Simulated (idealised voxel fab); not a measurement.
Herein follows the process module entitled voxel self aligned contacts.
cross-section cut | 155 nm wide | cells 5 nm
We lay out every cross-section as a grid of square cells and spell it out in bands from the top down, where one band means one or more rows of cells. This entry defines a band. It first specifies the height of the band's top and the height of its bottom in nm, and then specifies the band's materials from left to right, stating each material with its width in nm. The word "everywhere" identifies a single material that fills the band from edge to edge, while the word "empty" identifies empty space. A quick word on heights: they are counted from 0, and under that level the wafer as it came to us is one material throughout. The lowest band is different from the rest in having no bottom; it simply continues downward, written as in "z 0 and below". Width: "30 to 40" (first number = top row, second number = bottom row, same change from row to row of cells). A step reported as "remained the same" is a step in which no cell of the cross-section changed. Entry "Enclosed void inventory". Content: empty spaces with no open connection to the top, size 8 cells or greater. Each: width x height at distance. Distance: from left edge. Unit: nm. Note: text after step settings on the step line = simulator remark on that step. overlay nm: on a step with a mask, how far right of its planned place the mask lay; negative means left.

-- Set out below are the planned steps of the process
1) RECEIVE: material Si
2) CONFORMAL_DEP: material SiO2, thk nm 5
3) DIRECTIONAL_DEP: material polySi, thk nm 20
4) DIRECTIONAL_DEP: material SiN, thk nm 15
5) PATTERN: tone cover, mask id GATE, material resist, width nm 30, pitch nm 55, thk nm 20, overlay nm 0
6) DIRECTIONAL_ETCH: etch materials SiN, depth nm 15
7) DIRECTIONAL_ETCH: etch materials polySi, depth nm 20
8) STRIP: etch materials resist
9) CONFORMAL_DEP: material SiN, thk nm 5
10) DIRECTIONAL_ETCH: etch materials SiN, depth nm 5
11) FILL_DEP: material SiO2, thk nm 10
12) CMP: height nm 45
13) DIRECTIONAL_DEP: material aC, thk nm 10
14) PATTERN: tone open, mask id CONTACT, material resist, width nm 35, thk nm 30, overlay nm 0
15) DIRECTIONAL_ETCH: etch materials aC, depth nm 10
16) STRIP: etch materials resist
17) DIRECTIONAL_ETCH: etch materials SiO2, depth nm 45
18) STRIP: etch materials aC
19) CONFORMAL_DEP: material TiN, thk nm 5
20) FILL_DEP: material W, thk nm 10
21) CMP: height nm 45
22) CONFORMAL_DEP: material SiCN, thk nm 5

-- Wafer at receipt (post step 1), cross-section
  z 0 and below = Si everywhere
  Enclosed void inventory: none

-- As-planned run: cross-section of the first of two wafers at end of module
  z 50 to 45 = SiCN everywhere
  z 45 to 40 = 60 SiO2, 15 TiN, 5 W, 15 TiN, 60 SiO2
  z 40 to 25 = 30 SiO2, 40 SiN, 5 TiN, 5 W, 5 TiN, 40 SiN, 30 SiO2
  z 25 to 5 = 30 SiO2, 5 SiN, 30 polySi, 5 SiN, 5 TiN, 5 W, 5 TiN, 5 SiN, 30 polySi, 5 SiN, 30 SiO2
  z 5 to 0 = 70 SiO2, 15 TiN, 70 SiO2
  z 0 and below = Si everywhere
  Enclosed void inventory: none

-- End of module, second wafer, cross-section. Started like the first, planned like the first, run with one mistake
  z 50 to 45 = aC everywhere
  z 45 to 40 = 60 SiO2, 15 TiN, 5 W, 15 TiN, 60 SiO2
  z 40 to 25 = 30 SiO2, 40 SiN, 5 TiN, 5 W, 5 TiN, 40 SiN, 30 SiO2
  z 25 to 5 = 30 SiO2, 5 SiN, 30 polySi, 5 SiN, 5 TiN, 5 W, 5 TiN, 5 SiN, 30 polySi, 5 SiN, 30 SiO2
  z 5 to 0 = 70 SiO2, 15 TiN, 70 SiO2
  z 0 and below = Si everywhere
  Enclosed void inventory: none
what went wrong: off-plan run, step 22, actual operation and settings CONFORMAL_DEP: material aC, thk nm 5
Final wafer comparison in cells, second versus first, more or fewer per material: SiCN: 31 fewer | aC: 31 more
